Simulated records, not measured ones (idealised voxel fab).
Process module heading - voxel ribs on slabs
The width of the displayed cross-section, cut, is 175 nm; its cells are square, with a size of 5 nm.
In this document a cross-section is written as a grid of square cells. It is given as a series of bands, listed from the top down, and a band is one or more rows of cells.
First you get the band's top height and its bottom height, in nm, and then the materials it's made of, left to right, with each width in nm. If you see a single material with "full width", that one covers the band edge to edge. "empty" is empty space.
Below 0: as-received wafer, all one material; heights counted from there. Lowest band: no bottom, goes on down, written "0..down".
The notation "30..40" denotes a width that varies across the rows of cells in the band, beginning at the first number in the top row, finishing at the second number in the bottom row, and changing by an identical amount from each row to the next.
Take "remained the same" at face value: in the step it is given for, the cross-section changed in none of its cells.
Closed empty spaces (no open way to the top) of 8 cells or more are what "Enclosed empty spaces" lists, each as width x height at distance from the left edge, nm for all three.
Step line, after settings: the simulator's comment on this step.
overlay nm: step with mask; distance mask lay right of planned place; negative value = left of planned place.

plan:
1: op RECEIVE | material Si
2: op DIRECTIONAL_DEP | material SiO2 | thk nm 20
3: op DIRECTIONAL_DEP | material polySi | thk nm 15
4: op PATTERN | tone cover | mask id RIB | material resist | width nm 30 | thk nm 20 | overlay nm 0
5: op DIRECTIONAL_ETCH | etch materials polySi | depth nm 5
6: op STRIP | etch materials resist
7: op PATTERN | tone cover | mask id SLAB | material resist | width nm 90 | thk nm 20 | overlay nm 0
8: op DIRECTIONAL_ETCH | etch materials polySi | depth nm 10
9: op STRIP | etch materials resist
10: op FILL_DEP | material SiO2 | thk nm 30
11: op CMP | height nm 55
12: op DIRECTIONAL_DEP | material TiN | thk nm 10
13: op PATTERN | tone cover | mask id HEATER | material resist | width nm 40 | thk nm 20 | overlay nm 0
14: op DIRECTIONAL_ETCH | etch materials TiN | depth nm 10
15: op STRIP | etch materials resist
16: op CONFORMAL_DEP | material SiO2 | thk nm 10

So this is the incoming wafer in cross-section - it's already been through step 1:
0..down  Si full width
Enclosed empty spaces: none

Here's the wafer cut in cross-section after the module, started and planned just like above, except one thing was done wrong in the run:
75..65  empty 60, SiO2 55, empty 60
65..55  SiO2 70, TiN 35, SiO2 70
55..35  SiO2 full width
35..30  SiO2 70, polySi 30, SiO2 75
30..20  SiO2 40, polySi 90, SiO2 45
20..0  SiO2 full width
0..down  Si full width
Enclosed empty spaces: none
Short version of what went wrong: heads up, step 13 didn't go per plan, it actually ran as op PATTERN | tone cover | mask id HEATER | material resist | width nm 35 | thk nm 20 | overlay nm 0
